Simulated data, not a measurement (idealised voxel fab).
Module name: voxel self aligned contacts (process module)
Cross-sectional view cut (width: 210 nm; square cell size: 5 nm).
For the purposes of this document, a cross-section shall be understood as a grid of square cells, specified as bands listed in top-to-bottom order, each band consisting of one or more rows of cells.
Band: top and bottom heights (nm) first, top before bottom; then materials from left to right, widths in nm. "all across" marks a sole material filling the band edge to edge. "blank" denotes empty space.
Where do heights start? At 0: under that level the wafer as delivered is made of one material only. And the lowest band has no floor; it just carries on downward, as in "top 0, no bottom".
The two numbers in a width such as "30->40" mark its ends across the band: the first belongs to the top row of cells, the second to the bottom row, and from each row to the next the width moves by the same amount.
Key: "remained the same" - step with no changed cell in the cross-section.
Basically, "Catalogued sealed voids" tells you about the enclosed voids: empty spaces with no open way to the top, 8 cells or bigger, each written width x height at distance, where distance is from the left edge, all in nm.
Text after the settings on a step's line: the simulator's own remark on that step.
When a step includes a mask, the "overlay nm" setting on its line states how far to the right of its planned place that mask lay, and negative values state how far to the left.

### Here's what the planned process steps look like
| 1 | RECEIVE,material Si |
| 2 | CONFORMAL_DEP,material SiO2,thk nm 5 |
| 3 | DIRECTIONAL_DEP,material polySi,thk nm 20 |
| 4 | DIRECTIONAL_DEP,material SiN,thk nm 15 |
| 5 | DIRECTIONAL_DEP,material aC,thk nm 10 |
| 6 | PATTERN,tone cover,mask id GATE,material resist,width nm 35,pitch nm 60,thk nm 25,overlay nm 0 |
| 7 | DIRECTIONAL_ETCH,etch materials aC,depth nm 10 |
| 8 | STRIP,etch materials resist |
| 9 | DIRECTIONAL_ETCH,etch materials SiN,depth nm 15 |
| 10 | DIRECTIONAL_ETCH,etch materials polySi,depth nm 20 |
| 11 | STRIP,etch materials aC |
| 12 | CONFORMAL_DEP,material SiN,thk nm 5 |
| 13 | DIRECTIONAL_ETCH,etch materials SiN,depth nm 5 |
| 14 | FILL_DEP,material SiO2,thk nm 10 |
| 15 | CMP,height nm 45 |
| 16 | PATTERN,tone open,mask id CONTACT,material resist,width nm 35,thk nm 15,overlay nm 0 |
| 17 | DIRECTIONAL_ETCH,etch materials SiO2,depth nm 45 |
| 18 | STRIP,etch materials resist |
| 19 | CONFORMAL_DEP,material TiN,thk nm 5 |
| 20 | FILL_DEP,material W,thk nm 10 |
| 21 | CMP,height nm 45 |
| 22 | CONFORMAL_DEP,material SiCN,thk nm 5 |

### Shown in cross-section is the wafer as received, that is, as it stands after step 1
- top 0, no bottom: Si all across
- Catalogued sealed voids: none

### One mistake in running the module, otherwise start and plan as above: cross-section at the end
- top 50, bottom 45: SiCN all across
- top 45, bottom 40: SiO2: 85 / TiN: 35 / SiO2: 90
- top 40, bottom 25: SiN: 60 / SiO2: 25 / SiN: 35 / SiO2: 25 / SiN: 65
- top 25, bottom 5: polySi: 55 / SiN: 5 / SiO2: 25 / SiN: 5 / polySi: 25 / SiN: 5 / SiO2: 25 / SiN: 5 / polySi: 60
- top 5, bottom 0: SiO2 all across
- top 0, no bottom: Si all across
- Catalogued sealed voids: none
Run error: step 6 was run on a setting that differed from the plan, and what really ran there is PATTERN,tone open,mask id GATE,material resist,width nm 35,pitch nm 60,thk nm 25,overlay nm 0
